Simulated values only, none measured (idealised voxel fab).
Herein follows the process module entitled voxel gate over fins.
In the cross-section labelled cut, the width is 245 nm and each square cell is 5 nm.
A cross-section is a grid of square cells, given in bands from the top down. A band is one or more rows of cells. The band entry comprises the height of the band's top followed by the height of its bottom, expressed in nm, and subsequently the band's materials from left to right, each stated together with its width in nm. Where a single material is marked with the word "throughout", that material fills the band from edge to edge. The word "empty" represents empty space. Note: height 0 marks the level under which the wafer is uniformly one material as received. Lowest band unbounded below, written "0 down". The two numbers in a width such as "30..40" mark its ends across the band: the first belongs to the top row of cells, the second to the bottom row, and from each row to the next the width moves by the same amount. Where the words "nothing was modified" appear for a step, the cross-section shows no cell changed by that step; every cell remained as before. Basically, "Closed void roster" tells you about the enclosed voids: empty spaces with no open way to the top, 8 cells or bigger, each written width x height at distance, where distance is from the left edge, all in nm. If you see something after the settings on a step's line, that's the simulator's own remark about that step. A step line may carry the setting "overlay nm", which, for steps involving a mask, states the distance by which the mask lay to the right of its intended position; negative values denote displacement to the left.
plan:
1 RECEIVE,material Si
2 CONFORMAL_DEP,material SiN,thk nm 5
3 MASKED_ETCH,tone cover,mask id FINS,width nm 15,pitch nm 55,etch materials SiN,depth nm 5,overlay nm 0
4 MASKED_ETCH,tone cover,mask id FINS,width nm 15,pitch nm 55,etch materials Si,depth nm 30,overlay nm 0
5 OXIDIZE,depth nm 5
6 FILL_DEP,material SiO2,thk nm 15
7 CMP,height nm 5
8 PATTERN,tone open,mask id RAIL,material resist,width nm 15,thk nm 20,overlay nm 0
9 DIRECTIONAL_ETCH,etch materials SiO2,depth nm 30
10 STRIP,etch materials resist
11 CONFORMAL_DEP,material TiN,thk nm 5
12 FILL_DEP,material W,thk nm 5
13 CMP,height nm 5
14 SELECTIVE_ETCH,etch materials W Ru TiN,depth nm 25
15 FILL_DEP,material SiO2,thk nm 5
16 CMP,height nm 5
17 SELECTIVE_ETCH,etch materials SiO2,depth nm 20
18 STRIP,etch materials SiN
19 CONFORMAL_DEP,material HfO2,thk nm 5
20 CONFORMAL_DEP,material TiN,thk nm 5
21 FILL_DEP,material W,thk nm 10
22 CMP,height nm 15
23 CONFORMAL_DEP,material SiN,thk nm 5
Cross-section of the wafer upon arrival, representing the state reached after step 1:
    0 down = Si throughout
    Closed void roster: none
End state of the module in cross-section, given the above starting point and plan and one mistake in execution:
    20 to 15 = TiN throughout
    15 to 10 = W throughout
    10 to 5 = 25 of W  25 of TiN  30 of W  25 of TiN  30 of W  25 of TiN  30 of W  25 of TiN  30 of W
    5 to 0 = 25 of W  5 of TiN  15 of HfO2  5 of TiN  30 of W  5 of TiN  15 of HfO2  5 of TiN  30 of W  5 of TiN  15 of HfO2  5 of TiN  30 of W  5 of TiN  15 of HfO2  5 of TiN  30 of W
    0 to -5 = 25 of W  5 of TiN  5 of HfO2  5 of Si  5 of HfO2  5 of TiN  30 of W  5 of TiN  5 of HfO2  5 of Si  5 of HfO2  5 of TiN  30 of W  5 of TiN  5 of HfO2  5 of Si  5 of HfO2  5 of TiN  30 of W  5 of TiN  5 of HfO2  5 of Si  5 of HfO2  5 of TiN  30 of W
    -5 to -10 = 30 of TiN  5 of HfO2  5 of Si  5 of HfO2  40 of TiN  5 of HfO2  5 of Si  5 of HfO2  40 of TiN  5 of HfO2  5 of Si  5 of HfO2  40 of TiN  5 of HfO2  5 of Si  5 of HfO2  35 of TiN
    -10 to -15 = 35 of HfO2  5 of Si  50 of HfO2  5 of Si  50 of HfO2  5 of Si  50 of HfO2  5 of Si  40 of HfO2
    -15 to -20 = 35 of SiO2  5 of Si  50 of SiO2  5 of Si  50 of SiO2  5 of Si  50 of SiO2  5 of Si  40 of SiO2
    -20 to -25 = 35 of SiO2  5 of Si  15 of SiO2  15 of TiN  20 of SiO2  5 of Si  50 of SiO2  5 of Si  50 of SiO2  5 of Si  40 of SiO2
    -25 to -35 = 35 of SiO2  5 of Si  50 of SiO2  5 of Si  50 of SiO2  5 of Si  50 of SiO2  5 of Si  40 of SiO2
    -35 down = Si throughout
    Closed void roster: none
Against the plan, the run slipped here: step 23 ran differently from the plan; actual operation with settings: CONFORMAL_DEP,material TiN,thk nm 5
